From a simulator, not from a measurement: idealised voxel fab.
The process module presented herein is designated voxel transistor to metal.
FYI the section here is cut, 170 nm wide, cells are 5 nm squares.
Cross-section format: a grid of square cells, given as bands from top to bottom; each band is one or more rows of cells.
Band entry format. Leading values: height of top, height of bottom, nm. Remainder: materials in left-to-right order, each with its width in nm. Special words: "throughout" on a single material, which then fills the band edge to edge; "blank", empty space.
The level at which height equals 0 is the one under which the wafer, as it arrives, is entirely one material. No lower edge exists for the bottom band, which continues downward and is notated as in "0..down".
Graded width ("30..40"): value in top row of band = first number; value in bottom row = second number; row-to-row change constant.
"no change occurred" after a step means that no cell of the cross-section changed.
What "Cavities, closed" gives you is every empty space of 8 cells or more that is cut off from the top. Each appears as width x height at distance, with the distance taken from the left edge and width, height and distance all in nm.
If you see something after the settings on a step's line, that's the simulator's own remark about that step.
overlay nm: how far to the right of its planned place the mask lay on this masked step (negative: to the left).

# Planned process steps
1 RECEIVE: material Si
2 CONFORMAL_DEP: material SiO2, thk nm 5
3 CONFORMAL_DEP: material SiN, thk nm 10
4 DIRECTIONAL_DEP: material aC, thk nm 10
5 PATTERN: tone cover, mask id ACTIVE, material resist, width nm 110, thk nm 25, overlay nm 0
6 DIRECTIONAL_ETCH: etch materials aC, depth nm 10
7 STRIP: etch materials resist
8 DIRECTIONAL_ETCH: etch materials SiN, depth nm 10
9 DIRECTIONAL_ETCH: etch materials SiO2, depth nm 5
10 DIRECTIONAL_ETCH: etch materials Si, depth nm 20
11 STRIP: etch materials aC
12 FILL_DEP: material SiO2, thk nm 15
13 CMP: height nm 15
14 SELECTIVE_ETCH: etch materials SiO2, depth nm 5
15 STRIP: etch materials SiN
16 SELECTIVE_ETCH: etch materials SiO2, depth nm 5
17 OXIDIZE: depth nm 5
18 DIRECTIONAL_DEP: material polySi, thk nm 30
19 DIRECTIONAL_DEP: material SiCN, thk nm 15
20 MASKED_ETCH: tone cover, mask id GATE, width nm 30, etch materials SiCN, depth nm 25, overlay nm 0
21 MASKED_ETCH: tone cover, mask id GATE, width nm 30, etch materials polySi, depth nm 40, overlay nm 0
22 CONFORMAL_DEP: material SiN, thk nm 5
23 DIRECTIONAL_ETCH: etch materials SiN, depth nm 5
24 DIRECTIONAL_ETCH: etch materials SiO2, depth nm 5
25 DIRECTIONAL_ETCH: etch materials Si, depth nm 15
26 EPI: material pSi, thk nm 15
27 FILL_DEP: material SiO2, thk nm 10
28 CMP: height nm 30
29 STRIP: etch materials polySi
30 SELECTIVE_ETCH: etch materials SiO2, depth nm 5
31 CONFORMAL_DEP: material HfO2, thk nm 5
32 CONFORMAL_DEP: material TiN, thk nm 5
33 FILL_DEP: material W, thk nm 5
34 CMP: height nm 25
35 DIRECTIONAL_DEP: material SiO2, thk nm 10
36 PATTERN: tone open, mask id CONTACT, material resist, width nm 15, pitch nm 75, thk nm 20, overlay nm 0
37 DIRECTIONAL_ETCH: etch materials SiO2, depth nm 40
38 STRIP: etch materials resist
39 CONFORMAL_DEP: material TiN, thk nm 5
40 FILL_DEP: material Ru, thk nm 10
41 CMP: height nm 35
42 DIRECTIONAL_DEP: material TiN, thk nm 5
43 DIRECTIONAL_DEP: material W, thk nm 25
44 DIRECTIONAL_DEP: material aC, thk nm 15
45 PATTERN: tone cover, mask id METAL_1, material resist, width nm 15, pitch nm 75, thk nm 30, overlay nm 0
46 DIRECTIONAL_ETCH: etch materials aC, depth nm 15
47 STRIP: etch materials resist
48 DIRECTIONAL_ETCH: etch materials W, depth nm 25
49 DIRECTIONAL_ETCH: etch materials TiN, depth nm 5
50 STRIP: etch materials aC
51 CONFORMAL_DEP: material SiCN, thk nm 5
52 FILL_DEP: material lowk, thk nm 10
53 CMP: height nm 65
54 CONFORMAL_DEP: material SiCN, thk nm 5

# The first of a set of two wafers, run to plan

# Delivered wafer in cross-section: state after step 1
    0..down: Si throughout
    Cavities, closed: none

# How the wafer stands in section after step 2
    5..0: SiO2 throughout
    Lower than 0, everything is as it was.

# How the wafer stands in section after step 3
    15..5: SiN throughout
    Lower than 5, everything is as it was.

# How the wafer stands in section after step 4
    25..15: aC throughout
    Lower than 15, everything is as it was.

# How the wafer stands in section after step 5
    50..25: blank (30) | resist (110) | blank (30)
    Lower than 25, everything is as it was.

# How the wafer stands in section after step 6
    40..25: blank (30) | resist (110) | blank (30)
    25..15: blank (30) | aC (110) | blank (30)
    Lower than 15, everything is as it was.

# How the wafer stands in section after step 7
    25..15: blank (30) | aC (110) | blank (30)
    Lower than 15, everything is as it was.

# How the wafer stands in section after step 8
    25..15: blank (30) | aC (110) | blank (30)
    15..5: blank (30) | SiN (110) | blank (30)
    Lower than 5, everything is as it was.

# How the wafer stands in section after step 9
    25..15: blank (30) | aC (110) | blank (30)
    15..5: blank (30) | SiN (110) | blank (30)
    5..0: blank (30) | SiO2 (110) | blank (30)
    Lower than 0, everything is as it was.

# How the wafer stands in section after step 10
    25..15: blank (30) | aC (110) | blank (30)
    15..5: blank (30) | SiN (110) | blank (30)
    5..0: blank (30) | SiO2 (110) | blank (30)
    0..-20: blank (30) | Si (110) | blank (30)
    Lower than -20, everything is as it was.

# How the wafer stands in section after step 11
    15..5: blank (30) | SiN (110) | blank (30)
    Lower than 5, everything is as it was.

# How the wafer stands in section after step 12
    30..15: SiO2 throughout
    15..5: SiO2 (30) | SiN (110) | SiO2 (30)
    5..0: SiO2 throughout
    0..-20: SiO2 (30) | Si (110) | SiO2 (30)
    Lower than -20, everything is as it was.

# How the wafer stands in section after step 13
    15..5: SiO2 (30) | SiN (110) | SiO2 (30)
    Lower than 5, everything is as it was.

# How the wafer stands in section after step 14
    15..10: blank (30) | SiN (110) | blank (30)
    Lower than 10, everything is as it was.

# How the wafer stands in section after step 15
    10..5: SiO2 (30) | blank (110) | SiO2 (30)
    Lower than 5, everything is as it was.

# How the wafer stands in section after step 16
    5..0: SiO2 (25) | blank (120) | SiO2 (25)
    Lower than 0, everything is as it was.

# How the wafer stands in section after step 17
    5..0: SiO2 (25) | blank (120) | SiO2 (25)
    0..-5: SiO2 throughout
    Lower than -5, everything is as it was.

# How the wafer stands in section after step 18
    35..30: polySi (25) | blank (120) | polySi (25)
    30..5: polySi throughout
    5..0: SiO2 (25) | polySi (120) | SiO2 (25)
    Lower than 0, everything is as it was.

# How the wafer stands in section after step 19
    50..45: SiCN (25) | blank (120) | SiCN (25)
    45..35: SiCN throughout
    35..30: polySi (25) | SiCN (120) | polySi (25)
    Lower than 30, everything is as it was.

# How the wafer stands in section after step 20
    45..35: blank (70) | SiCN (30) | blank (70)
    35..30: polySi (25) | blank (45) | SiCN (30) | blank (45) | polySi (25)
    Lower than 30, everything is as it was.

# How the wafer stands in section after step 21
    45..30: blank (70) | SiCN (30) | blank (70)
    30..5: blank (70) | polySi (30) | blank (70)
    5..0: SiO2 (25) | blank (45) | polySi (30) | blank (45) | SiO2 (25)
    Lower than 0, everything is as it was.

# How the wafer stands in section after step 22
    50..45: blank (65) | SiN (40) | blank (65)
    45..30: blank (65) | SiN (5) | SiCN (30) | SiN (5) | blank (65)
    30..10: blank (65) | SiN (5) | polySi (30) | SiN (5) | blank (65)
    10..5: SiN (30) | blank (35) | SiN (5) | polySi (30) | SiN (5) | blank (35) | SiN (30)
    5..0: SiO2 (25) | SiN (45) | polySi (30) | SiN (45) | SiO2 (25)
    Lower than 0, everything is as it was.

# How the wafer stands in section after step 23
    45..30: blank (65) | SiN (5) | SiCN (30) | SiN (5) | blank (65)
    30..5: blank (65) | SiN (5) | polySi (30) | SiN (5) | blank (65)
    5..0: SiO2 (25) | SiN (5) | blank (35) | SiN (5) | polySi (30) | SiN (5) | blank (35) | SiN (5) | SiO2 (25)
    Lower than 0, everything is as it was.

# How the wafer stands in section after step 24
    45..30: blank (65) | SiN (5) | SiCN (30) | SiN (5) | blank (65)
    30..5: blank (65) | SiN (5) | polySi (30) | SiN (5) | blank (65)
    5..0: blank (25) | SiN (5) | blank (35) | SiN (5) | polySi (30) | SiN (5) | blank (35) | SiN (5) | blank (25)
    0..-5: SiO2 (30) | blank (35) | SiO2 (40) | blank (35) | SiO2 (30)
    Lower than -5, everything is as it was.

# How the wafer stands in section after step 25
    45..30: blank (65) | SiN (5) | SiCN (30) | SiN (5) | blank (65)
    30..5: blank (65) | SiN (5) | polySi (30) | SiN (5) | blank (65)
    5..0: blank (25) | SiN (5) | blank (35) | SiN (5) | polySi (30) | SiN (5) | blank (35) | SiN (5) | blank (25)
    0..-5: SiO2 (30) | blank (35) | SiO2 (40) | blank (35) | SiO2 (30)
    -5..-20: SiO2 (30) | blank (35) | Si (40) | blank (35) | SiO2 (30)
    Lower than -20, everything is as it was.

# How the wafer stands in section after step 26
    45..30: blank (65) | SiN (5) | SiCN (30) | SiN (5) | blank (65)
    30..10: blank (65) | SiN (5) | polySi (30) | SiN (5) | blank (65)
    10..5: blank (50) | pSi (15) | SiN (5) | polySi (30) | SiN (5) | pSi (15) | blank (50)
    5..0: blank (25) | SiN (5) | blank (20) | pSi (15) | SiN (5) | polySi (30) | SiN (5) | pSi (15) | blank (20) | SiN (5) | blank (25)
    0..-5: SiO2 (30) | blank (20) | pSi (15) | SiO2 (40) | pSi (15) | blank (20) | SiO2 (30)
    -5..-20: SiO2 (30) | pSi (35) | Si (40) | pSi (35) | SiO2 (30)
    Lower than -20, everything is as it was.

# How the wafer stands in section after step 27
    55..45: SiO2 throughout
    45..30: SiO2 (65) | SiN (5) | SiCN (30) | SiN (5) | SiO2 (65)
    30..10: SiO2 (65) | SiN (5) | polySi (30) | SiN (5) | SiO2 (65)
    10..5: SiO2 (50) | pSi (15) | SiN (5) | polySi (30) | SiN (5) | pSi (15) | SiO2 (50)
    5..0: SiO2 (25) | SiN (5) | SiO2 (20) | pSi (15) | SiN (5) | polySi (30) | SiN (5) | pSi (15) | SiO2 (20) | SiN (5) | SiO2 (25)
    0..-5: SiO2 (50) | pSi (15) | SiO2 (40) | pSi (15) | SiO2 (50)
    Lower than -5, everything is as it was.

# How the wafer stands in section after step 28
    30..10: SiO2 (65) | SiN (5) | polySi (30) | SiN (5) | SiO2 (65)
    Lower than 10, everything is as it was.

# How the wafer stands in section after step 29
    30..10: SiO2 (65) | SiN (5) | blank (30) | SiN (5) | SiO2 (65)
    10..5: SiO2 (50) | pSi (15) | SiN (5) | blank (30) | SiN (5) | pSi (15) | SiO2 (50)
    5..0: SiO2 (25) | SiN (5) | SiO2 (20) | pSi (15) | SiN (5) | blank (30) | SiN (5) | pSi (15) | SiO2 (20) | SiN (5) | SiO2 (25)
    Lower than 0, everything is as it was.

# How the wafer stands in section after step 30
    30..25: blank (65) | SiN (5) | blank (30) | SiN (5) | blank (65)
    25..10: SiO2 (65) | SiN (5) | blank (30) | SiN (5) | SiO2 (65)
    10..5: SiO2 (50) | pSi (15) | SiN (5) | blank (30) | SiN (5) | pSi (15) | SiO2 (50)
    5..0: SiO2 (25) | SiN (5) | SiO2 (20) | pSi (15) | SiN (5) | blank (30) | SiN (5) | pSi (15) | SiO2 (20) | SiN (5) | SiO2 (25)
    0..-5: SiO2 (50) | pSi (15) | blank (40) | pSi (15) | SiO2 (50)
    Lower than -5, everything is as it was.

# How the wafer stands in section after step 31
    35..30: blank (60) | HfO2 (15) | blank (20) | HfO2 (15) | blank (60)
    30..25: HfO2 (65) | SiN (5) | HfO2 (5) | blank (20) | HfO2 (5) | SiN (5) | HfO2 (65)
    25..10: SiO2 (65) | SiN (5) | HfO2 (5) | blank (20) | HfO2 (5) | SiN (5) | SiO2 (65)
    10..5: SiO2 (50) | pSi (15) | SiN (5) | HfO2 (5) | blank (20) | HfO2 (5) | SiN (5) | pSi (15) | SiO2 (50)
    5..0: SiO2 (25) | SiN (5) | SiO2 (20) | pSi (15) | SiN (5) | HfO2 (5) | blank (20) | HfO2 (5) | SiN (5) | pSi (15) | SiO2 (20) | SiN (5) | SiO2 (25)
    0..-5: SiO2 (50) | pSi (15) | HfO2 (40) | pSi (15) | SiO2 (50)
    Lower than -5, everything is as it was.

# How the wafer stands in section after step 32
    40..35: blank (55) | TiN (25) | blank (10) | TiN (25) | blank (55)
    35..30: TiN (60) | HfO2 (15) | TiN (5) | blank (10) | TiN (5) | HfO2 (15) | TiN (60)
    30..25: HfO2 (65) | SiN (5) | HfO2 (5) | TiN (5) | blank (10) | TiN (5) | HfO2 (5) | SiN (5) | HfO2 (65)
    25..10: SiO2 (65) | SiN (5) | HfO2 (5) | TiN (5) | blank (10) | TiN (5) | HfO2 (5) | SiN (5) | SiO2 (65)
    10..5: SiO2 (50) | pSi (15) | SiN (5) | HfO2 (5) | TiN (5) | blank (10) | TiN (5) | HfO2 (5) | SiN (5) | pSi (15) | SiO2 (50)
    5..0: SiO2 (25) | SiN (5) | SiO2 (20) | pSi (15) | SiN (5) | HfO2 (5) | TiN (20) | HfO2 (5) | SiN (5) | pSi (15) | SiO2 (20) | SiN (5) | SiO2 (25)
    Lower than 0, everything is as it was.

# How the wafer stands in section after step 33
    45..40: W throughout
    40..35: W (55) | TiN (25) | W (10) | TiN (25) | W (55)
    35..30: TiN (60) | HfO2 (15) | TiN (5) | W (10) | TiN (5) | HfO2 (15) | TiN (60)
    30..25: HfO2 (65) | SiN (5) | HfO2 (5) | TiN (5) | W (10) | TiN (5) | HfO2 (5) | SiN (5) | HfO2 (65)
    25..10: SiO2 (65) | SiN (5) | HfO2 (5) | TiN (5) | W (10) | TiN (5) | HfO2 (5) | SiN (5) | SiO2 (65)
    10..5: SiO2 (50) | pSi (15) | SiN (5) | HfO2 (5) | TiN (5) | W (10) | TiN (5) | HfO2 (5) | SiN (5) | pSi (15) | SiO2 (50)
    Lower than 5, everything is as it was.

# How the wafer stands in section after step 34
    25..10: SiO2 (65) | SiN (5) | HfO2 (5) | TiN (5) | W (10) | TiN (5) | HfO2 (5) | SiN (5) | SiO2 (65)
    Lower than 10, everything is as it was.

# How the wafer stands in section after step 35
    35..25: SiO2 throughout
    Lower than 25, everything is as it was.

# How the wafer stands in section after step 36
    55..35: resist (40) | blank (15) | resist (60) | blank (15) | resist (40)
    Lower than 35, everything is as it was.

# How the wafer stands in section after step 37
    55..35: resist (40) | blank (15) | resist (60) | blank (15) | resist (40)
    35..25: SiO2 (40) | blank (15) | SiO2 (60) | blank (15) | SiO2 (40)
    25..10: SiO2 (40) | blank (15) | SiO2 (10) | SiN (5) | HfO2 (5) | TiN (5) | W (10) | TiN (5) | HfO2 (5) | SiN (5) | SiO2 (10) | blank (15) | SiO2 (40)
    10..5: SiO2 (40) | blank (10) | pSi (15) | SiN (5) | HfO2 (5) | TiN (5) | W (10) | TiN (5) | HfO2 (5) | SiN (5) | pSi (15) | blank (10) | SiO2 (40)
    5..0: SiO2 (25) | SiN (5) | SiO2 (10) | blank (10) | pSi (15) | SiN (5) | HfO2 (5) | TiN (20) | HfO2 (5) | SiN (5) | pSi (15) | blank (10) | SiO2 (10) | SiN (5) | SiO2 (25)
    0..-5: SiO2 (40) | blank (10) | pSi (15) | HfO2 (40) | pSi (15) | blank (10) | SiO2 (40)
    Lower than -5, everything is as it was.

# How the wafer stands in section after step 38
    35..25: SiO2 (40) | blank (15) | SiO2 (60) | blank (15) | SiO2 (40)
    Lower than 25, everything is as it was.

# How the wafer stands in section after step 39
    40..35: TiN (45) | blank (5) | TiN (70) | blank (5) | TiN (45)
    35..25: SiO2 (40) | TiN (5) | blank (5) | TiN (5) | SiO2 (60) | TiN (5) | blank (5) | TiN (5) | SiO2 (40)
    25..15: SiO2 (40) | TiN (5) | blank (5) | TiN (5) | SiO2 (10) | SiN (5) | HfO2 (5) | TiN (5) | W (10) | TiN (5) | HfO2 (5) | SiN (5) | SiO2 (10) | TiN (5) | blank (5) | TiN (5) | SiO2 (40)
    15..10: SiO2 (40) | TiN (15) | SiO2 (10) | SiN (5) | HfO2 (5) | TiN (5) | W (10) | TiN (5) | HfO2 (5) | SiN (5) | SiO2 (10) | TiN (15) | SiO2 (40)
    10..5: SiO2 (40) | TiN (10) | pSi (15) | SiN (5) | HfO2 (5) | TiN (5) | W (10) | TiN (5) | HfO2 (5) | SiN (5) | pSi (15) | TiN (10) | SiO2 (40)
    5..0: SiO2 (25) | SiN (5) | SiO2 (10) | TiN (10) | pSi (15) | SiN (5) | HfO2 (5) | TiN (20) | HfO2 (5) | SiN (5) | pSi (15) | TiN (10) | SiO2 (10) | SiN (5) | SiO2 (25)
    0..-5: SiO2 (40) | TiN (10) | pSi (15) | HfO2 (40) | pSi (15) | TiN (10) | SiO2 (40)
    Lower than -5, everything is as it was.

# How the wafer stands in section after step 40
    50..40: Ru throughout
    40..35: TiN (45) | Ru (5) | TiN (70) | Ru (5) | TiN (45)
    35..25: SiO2 (40) | TiN (5) | Ru (5) | TiN (5) | SiO2 (60) | TiN (5) | Ru (5) | TiN (5) | SiO2 (40)
    25..15: SiO2 (40) | TiN (5) | Ru (5) | TiN (5) | SiO2 (10) | SiN (5) | HfO2 (5) | TiN (5) | W (10) | TiN (5) | HfO2 (5) | SiN (5) | SiO2 (10) | TiN (5) | Ru (5) | TiN (5) | SiO2 (40)
    Lower than 15, everything is as it was.

# How the wafer stands in section after step 41
    35..25: SiO2 (40) | TiN (5) | Ru (5) | TiN (5) | SiO2 (60) | TiN (5) | Ru (5) | TiN (5) | SiO2 (40)
    Lower than 25, everything is as it was.

# How the wafer stands in section after step 42
    40..35: TiN throughout
    Lower than 35, everything is as it was.

# How the wafer stands in section after step 43
    65..40: W throughout
    Lower than 40, everything is as it was.

# How the wafer stands in section after step 44
    80..65: aC throughout
    Lower than 65, everything is as it was.

# How the wafer stands in section after step 45
    110..80: blank (40) | resist (15) | blank (60) | resist (15) | blank (40)
    Lower than 80, everything is as it was.

# How the wafer stands in section after step 46
    95..80: blank (40) | resist (15) | blank (60) | resist (15) | blank (40)
    80..65: blank (40) | aC (15) | blank (60) | aC (15) | blank (40)
    Lower than 65, everything is as it was.

# How the wafer stands in section after step 47
    80..65: blank (40) | aC (15) | blank (60) | aC (15) | blank (40)
    Lower than 65, everything is as it was.

# How the wafer stands in section after step 48
    80..65: blank (40) | aC (15) | blank (60) | aC (15) | blank (40)
    65..40: blank (40) | W (15) | blank (60) | W (15) | blank (40)
    Lower than 40, everything is as it was.

# How the wafer stands in section after step 49
    80..65: blank (40) | aC (15) | blank (60) | aC (15) | blank (40)
    65..40: blank (40) | W (15) | blank (60) | W (15) | blank (40)
    40..35: blank (40) | TiN (15) | blank (60) | TiN (15) | blank (40)
    Lower than 35, everything is as it was.

# How the wafer stands in section after step 50
    65..40: blank (40) | W (15) | blank (60) | W (15) | blank (40)
    Lower than 40, everything is as it was.

# How the wafer stands in section after step 51
    70..65: blank (35) | SiCN (25) | blank (50) | SiCN (25) | blank (35)
    65..40: blank (35) | SiCN (5) | W (15) | SiCN (5) | blank (50) | SiCN (5) | W (15) | SiCN (5) | blank (35)
    40..35: SiCN (40) | TiN (15) | SiCN (60) | TiN (15) | SiCN (40)
    Lower than 35, everything is as it was.

# How the wafer stands in section after step 52
    80..70: lowk throughout
    70..65: lowk (35) | SiCN (25) | lowk (50) | SiCN (25) | lowk (35)
    65..40: lowk (35) | SiCN (5) | W (15) | SiCN (5) | lowk (50) | SiCN (5) | W (15) | SiCN (5) | lowk (35)
    Lower than 40, everything is as it was.

# How the wafer stands in section after step 53
    65..40: lowk (35) | SiCN (5) | W (15) | SiCN (5) | lowk (50) | SiCN (5) | W (15) | SiCN (5) | lowk (35)
    Lower than 40, everything is as it was.

# How the wafer stands in section after step 54
    70..65: SiCN throughout
    Lower than 65, everything is as it was.

# It is to be noted that the second wafer proceeded from the same initial state and according to the same plan as the first, although one mistake was committed in its execution; through step 12, inclusive, the two wafers share an identical history

Cross-section of the second wafer when, according to plan, step 13 should have finished: no change occurred

# Cross-section of the second wafer when, according to plan, step 14 should have finished
    25..15: SiO2 throughout
    Lower than 15, everything is as it was.

Cross-section of the second wafer when, according to plan, step 15 should have finished: no change occurred

# Cross-section of the second wafer when, according to plan, step 16 should have finished
    20..15: SiO2 throughout
    Lower than 15, everything is as it was.

Cross-section of the second wafer when, according to plan, step 17 should have finished: no change occurred

# Cross-section of the second wafer when, according to plan, step 18 should have finished
    50..20: polySi throughout
    Lower than 20, everything is as it was.

# Cross-section of the second wafer when, according to plan, step 19 should have finished
    65..50: SiCN throughout
    Lower than 50, everything is as it was.

# Cross-section of the second wafer when, according to plan, step 20 should have finished
    65..50: blank (70) | SiCN (30) | blank (70)
    Lower than 50, everything is as it was.

# Cross-section of the second wafer when, according to plan, step 21 should have finished
    65..50: blank (70) | SiCN (30) | blank (70)
    50..20: blank (70) | polySi (30) | blank (70)
    Lower than 20, everything is as it was.

# Cross-section of the second wafer when, according to plan, step 22 should have finished
    70..65: blank (65) | SiN (40) | blank (65)
    65..50: blank (65) | SiN (5) | SiCN (30) | SiN (5) | blank (65)
    50..25: blank (65) | SiN (5) | polySi (30) | SiN (5) | blank (65)
    25..20: SiN (70) | polySi (30) | SiN (70)
    Lower than 20, everything is as it was.

# Cross-section of the second wafer when, according to plan, step 23 should have finished
    65..50: blank (65) | SiN (5) | SiCN (30) | SiN (5) | blank (65)
    50..20: blank (65) | SiN (5) | polySi (30) | SiN (5) | blank (65)
    Lower than 20, everything is as it was.

# Cross-section of the second wafer when, according to plan, step 24 should have finished
    65..50: blank (65) | SiN (5) | SiCN (30) | SiN (5) | blank (65)
    50..20: blank (65) | SiN (5) | polySi (30) | SiN (5) | blank (65)
    20..15: blank (65) | SiO2 (40) | blank (65)
    Lower than 15, everything is as it was.

Cross-section of the second wafer when, according to plan, step 25 should have finished: no change occurred

Cross-section of the second wafer when, according to plan, step 26 should have finished: no change occurred

# Cross-section of the second wafer when, according to plan, step 27 should have finished
    75..65: SiO2 throughout
    65..50: SiO2 (65) | SiN (5) | SiCN (30) | SiN (5) | SiO2 (65)
    50..20: SiO2 (65) | SiN (5) | polySi (30) | SiN (5) | SiO2 (65)
    20..15: SiO2 throughout
    Lower than 15, everything is as it was.

# Cross-section of the second wafer when, according to plan, step 28 should have finished
    30..20: SiO2 (65) | SiN (5) | polySi (30) | SiN (5) | SiO2 (65)
    Lower than 20, everything is as it was.

# Cross-section of the second wafer when, according to plan, step 29 should have finished
    30..20: SiO2 (65) | SiN (5) | blank (30) | SiN (5) | SiO2 (65)
    Lower than 20, everything is as it was.

# Cross-section of the second wafer when, according to plan, step 30 should have finished
    30..25: blank (65) | SiN (5) | blank (30) | SiN (5) | blank (65)
    25..20: SiO2 (65) | SiN (5) | blank (30) | SiN (5) | SiO2 (65)
    20..15: SiO2 (65) | blank (40) | SiO2 (65)
    Lower than 15, everything is as it was.

# Cross-section of the second wafer when, according to plan, step 31 should have finished
    35..30: blank (60) | HfO2 (15) | blank (20) | HfO2 (15) | blank (60)
    30..25: HfO2 (65) | SiN (5) | HfO2 (5) | blank (20) | HfO2 (5) | SiN (5) | HfO2 (65)
    25..20: SiO2 (65) | SiN (5) | HfO2 (5) | blank (20) | HfO2 (5) | SiN (5) | SiO2 (65)
    20..15: SiO2 (65) | HfO2 (40) | SiO2 (65)
    Lower than 15, everything is as it was.

# Cross-section of the second wafer when, according to plan, step 32 should have finished
    40..35: blank (55) | TiN (25) | blank (10) | TiN (25) | blank (55)
    35..30: TiN (60) | HfO2 (15) | TiN (5) | blank (10) | TiN (5) | HfO2 (15) | TiN (60)
    30..25: HfO2 (65) | SiN (5) | HfO2 (5) | TiN (5) | blank (10) | TiN (5) | HfO2 (5) | SiN (5) | HfO2 (65)
    25..20: SiO2 (65) | SiN (5) | HfO2 (5) | TiN (20) | HfO2 (5) | SiN (5) | SiO2 (65)
    Lower than 20, everything is as it was.

# Cross-section of the second wafer when, according to plan, step 33 should have finished
    45..40: W throughout
    40..35: W (55) | TiN (25) | W (10) | TiN (25) | W (55)
    35..30: TiN (60) | HfO2 (15) | TiN (5) | W (10) | TiN (5) | HfO2 (15) | TiN (60)
    30..25: HfO2 (65) | SiN (5) | HfO2 (5) | TiN (5) | W (10) | TiN (5) | HfO2 (5) | SiN (5) | HfO2 (65)
    Lower than 25, everything is as it was.

# Cross-section of the second wafer when, according to plan, step 34 should have finished
    25..20: SiO2 (65) | SiN (5) | HfO2 (5) | TiN (20) | HfO2 (5) | SiN (5) | SiO2 (65)
    Lower than 20, everything is as it was.

# Cross-section of the second wafer when, according to plan, step 35 should have finished
    35..25: SiO2 throughout
    Lower than 25, everything is as it was.

# Cross-section of the second wafer when, according to plan, step 36 should have finished
    55..35: resist (40) | blank (15) | resist (60) | blank (15) | resist (40)
    Lower than 35, everything is as it was.

# Cross-section of the second wafer when, according to plan, step 37 should have finished
    55..35: resist (40) | blank (15) | resist (60) | blank (15) | resist (40)
    35..25: SiO2 (40) | blank (15) | SiO2 (60) | blank (15) | SiO2 (40)
    25..20: SiO2 (40) | blank (15) | SiO2 (10) | SiN (5) | HfO2 (5) | TiN (20) | HfO2 (5) | SiN (5) | SiO2 (10) | blank (15) | SiO2 (40)
    20..15: SiO2 (40) | blank (15) | SiO2 (10) | HfO2 (40) | SiO2 (10) | blank (15) | SiO2 (40)
    Lower than 15, everything is as it was.

# Cross-section of the second wafer when, according to plan, step 38 should have finished
    35..25: SiO2 (40) | blank (15) | SiO2 (60) | blank (15) | SiO2 (40)
    Lower than 25, everything is as it was.

# Cross-section of the second wafer when, according to plan, step 39 should have finished
    40..35: TiN (45) | blank (5) | TiN (70) | blank (5) | TiN (45)
    35..25: SiO2 (40) | TiN (5) | blank (5) | TiN (5) | SiO2 (60) | TiN (5) | blank (5) | TiN (5) | SiO2 (40)
    25..20: SiO2 (40) | TiN (5) | blank (5) | TiN (5) | SiO2 (10) | SiN (5) | HfO2 (5) | TiN (20) | HfO2 (5) | SiN (5) | SiO2 (10) | TiN (5) | blank (5) | TiN (5) | SiO2 (40)
    20..15: SiO2 (40) | TiN (15) | SiO2 (10) | HfO2 (40) | SiO2 (10) | TiN (15) | SiO2 (40)
    Lower than 15, everything is as it was.

# Cross-section of the second wafer when, according to plan, step 40 should have finished
    50..40: Ru throughout
    40..35: TiN (45) | Ru (5) | TiN (70) | Ru (5) | TiN (45)
    35..25: SiO2 (40) | TiN (5) | Ru (5) | TiN (5) | SiO2 (60) | TiN (5) | Ru (5) | TiN (5) | SiO2 (40)
    25..20: SiO2 (40) | TiN (5) | Ru (5) | TiN (5) | SiO2 (10) | SiN (5) | HfO2 (5) | TiN (20) | HfO2 (5) | SiN (5) | SiO2 (10) | TiN (5) | Ru (5) | TiN (5) | SiO2 (40)
    Lower than 20, everything is as it was.

# Cross-section of the second wafer when, according to plan, step 41 should have finished
    35..25: SiO2 (40) | TiN (5) | Ru (5) | TiN (5) | SiO2 (60) | TiN (5) | Ru (5) | TiN (5) | SiO2 (40)
    Lower than 25, everything is as it was.

# Cross-section of the second wafer when, according to plan, step 42 should have finished
    40..35: TiN throughout
    Lower than 35, everything is as it was.

# Cross-section of the second wafer when, according to plan, step 43 should have finished
    65..40: W throughout
    Lower than 40, everything is as it was.

# Cross-section of the second wafer when, according to plan, step 44 should have finished
    80..65: aC throughout
    Lower than 65, everything is as it was.

# Cross-section of the second wafer when, according to plan, step 45 should have finished
    110..80: blank (40) | resist (15) | blank (60) | resist (15) | blank (40)
    Lower than 80, everything is as it was.

# Cross-section of the second wafer when, according to plan, step 46 should have finished
    95..80: blank (40) | resist (15) | blank (60) | resist (15) | blank (40)
    80..65: blank (40) | aC (15) | blank (60) | aC (15) | blank (40)
    Lower than 65, everything is as it was.

# Cross-section of the second wafer when, according to plan, step 47 should have finished
    80..65: blank (40) | aC (15) | blank (60) | aC (15) | blank (40)
    Lower than 65, everything is as it was.

# Cross-section of the second wafer when, according to plan, step 48 should have finished
    80..65: blank (40) | aC (15) | blank (60) | aC (15) | blank (40)
    65..40: blank (40) | W (15) | blank (60) | W (15) | blank (40)
    Lower than 40, everything is as it was.

# Cross-section of the second wafer when, according to plan, step 49 should have finished
    80..65: blank (40) | aC (15) | blank (60) | aC (15) | blank (40)
    65..40: blank (40) | W (15) | blank (60) | W (15) | blank (40)
    40..35: blank (40) | TiN (15) | blank (60) | TiN (15) | blank (40)
    Lower than 35, everything is as it was.

# Cross-section of the second wafer when, according to plan, step 50 should have finished
    65..40: blank (40) | W (15) | blank (60) | W (15) | blank (40)
    Lower than 40, everything is as it was.

# Cross-section of the second wafer when, according to plan, step 51 should have finished
    70..65: blank (35) | SiCN (25) | blank (50) | SiCN (25) | blank (35)
    65..40: blank (35) | SiCN (5) | W (15) | SiCN (5) | blank (50) | SiCN (5) | W (15) | SiCN (5) | blank (35)
    40..35: SiCN (40) | TiN (15) | SiCN (60) | TiN (15) | SiCN (40)
    Lower than 35, everything is as it was.

# Cross-section of the second wafer when, according to plan, step 52 should have finished
    80..70: lowk throughout
    70..65: lowk (35) | SiCN (25) | lowk (50) | SiCN (25) | lowk (35)
    65..40: lowk (35) | SiCN (5) | W (15) | SiCN (5) | lowk (50) | SiCN (5) | W (15) | SiCN (5) | lowk (35)
    Lower than 40, everything is as it was.

# Cross-section of the second wafer when, according to plan, step 53 should have finished
    65..40: lowk (35) | SiCN (5) | W (15) | SiCN (5) | lowk (50) | SiCN (5) | W (15) | SiCN (5) | lowk (35)
    Lower than 40, everything is as it was.

# Cross-section of the second wafer when, according to plan, step 54 should have finished
    70..65: SiCN throughout
    Lower than 65, everything is as it was.
Nonconformance to the process plan: yeah, step 13 of the plan got skipped, never ran
Wrapping up, a cell-based count of both wafers puts the second over or under the first for these materials: HfO2: 8 fewer; Ru: 2 fewer; Si: 64 more; SiN: 34 more; SiO2: 4 more; TiN: 24 fewer; W: 8 fewer; pSi: 60 fewer
